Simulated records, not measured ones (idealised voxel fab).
process module | voxel wiring stack
cross-section cut | 140 nm wide | cells 5 nm
A cross-section is a grid of square cells, given in bands from the top down. A band is one or more rows of cells.
Each band's line starts with the height of the band's top and of its bottom, in nm. Then come its materials from left to right, each with its width in nm. One material with "throughout" fills the band from edge to edge. "air" is empty space.
Height 0 is the level under which the wafer as received is all one material. The lowest band goes on downwards, as in "0 down".
A width such as "30 to 40" changes by the same amount from each row of cells to the next, from the band's top row to its bottom row.
"no change" after a step means that no cell of the cross-section changed.
closed voids: empty space of 8 cells or more with no open way to the top, each as width x height at its distance from the left edge, in nm
after a step's settings: what the simulator itself notes on the step
overlay nm, on a step with a mask: how far to the right of its planned place the mask lay; to the left if negative
plan
1 op RECEIVE | material Si
2 op CONFORMAL_DEP | material SiO2 | thk nm 10
3 op CONFORMAL_DEP | material SiCN | thk nm 5
4 op DIRECTIONAL_DEP | material SiO2 | thk nm 25
5 op MASKED_ETCH | tone open | mask id METAL_1 | width nm 20 | pitch nm 35 | etch materials SiO2 | depth nm 25 | overlay nm 0
6 op MASKED_ETCH | tone open | mask id METAL_1 | width nm 20 | pitch nm 35 | etch materials SiCN | depth nm 5 | overlay nm 0
7 op CONFORMAL_DEP | material TiN | thk nm 5
8 op FILL_DEP | material W | thk nm 10
9 op CMP | height nm 40
10 op EPI | material Ru | thk nm 5
11 op FILL_DEP | material SiCN | thk nm 5
12 op DIRECTIONAL_DEP | material lowk | thk nm 10
13 op PATTERN | tone open | mask id PLUG_1 | material resist | width nm 15 | pitch nm 70 | thk nm 20 | overlay nm 0
14 op DIRECTIONAL_ETCH | etch materials lowk | depth nm 10
15 op DIRECTIONAL_ETCH | etch materials SiCN | depth nm 5
16 op STRIP | etch materials resist
17 op CONFORMAL_DEP | material TiN | thk nm 5
18 op FILL_DEP | material W | thk nm 5
19 op CMP | height nm 60
20 op DIRECTIONAL_DEP | material TiN | thk nm 5
21 op DIRECTIONAL_DEP | material Ru | thk nm 20
22 op MASKED_ETCH | tone cover | mask id METAL_2 | width nm 20 | pitch nm 35 | etch materials Ru | depth nm 20 | overlay nm 0
23 op MASKED_ETCH | tone cover | mask id METAL_2 | width nm 20 | pitch nm 35 | etch materials TiN | depth nm 5 | overlay nm 0
24 op CONFORMAL_DEP | material SiN | thk nm 5
25 op FILL_DEP | material lowk | thk nm 10
26 op CMP | height nm 85
27 op CONFORMAL_DEP | material SiCN | thk nm 5
28 op DIRECTIONAL_DEP | material SiO2 | thk nm 35
29 op PATTERN | tone open | mask id METAL_3 | material resist | width nm 20 | pitch nm 35 | thk nm 15 | overlay nm 0
30 op DIRECTIONAL_ETCH | etch materials SiO2 | depth nm 20
31 op STRIP | etch materials resist
32 op PATTERN | tone open | mask id METAL_3_HOLES | material resist | width nm 15 | pitch nm 35 | thk nm 15 | overlay nm 0
33 op DIRECTIONAL_ETCH | etch materials SiO2 | depth nm 15
34 op DIRECTIONAL_ETCH | etch materials SiCN | depth nm 5
35 op STRIP | etch materials resist
36 op CONFORMAL_DEP | material TiN | thk nm 5
37 op FILL_DEP | material Cu | thk nm 10
38 op CMP | height nm 125
39 op CONFORMAL_DEP | material SiN | thk nm 5
varied across the wafers: thk nm of step 36. The plan shows the first wafer's value. All wafers start alike
first wafer as received, after step 1
  0 down: Si throughout
  closed voids: none
each wafer at the end: cells of each material gained (+) or lost (-) since it was received, then its closed voids
thk nm 5 | +30 Cu | +66 Ru | +67 SiCN | +68 SiN | +257 SiO2 | +122 TiN | +34 W | +84 lowk | closed voids: none
thk nm 10 | +66 Ru | +67 SiCN | +68 SiN | +257 SiO2 | +152 TiN | +34 W | +84 lowk | closed voids: none
thk nm 15 | +66 Ru | +67 SiCN | +68 SiN | +257 SiO2 | +152 TiN | +34 W | +84 lowk | closed voids: none
thk nm 20 | +66 Ru | +67 SiCN | +68 SiN | +257 SiO2 | +152 TiN | +34 W | +84 lowk | closed voids: none
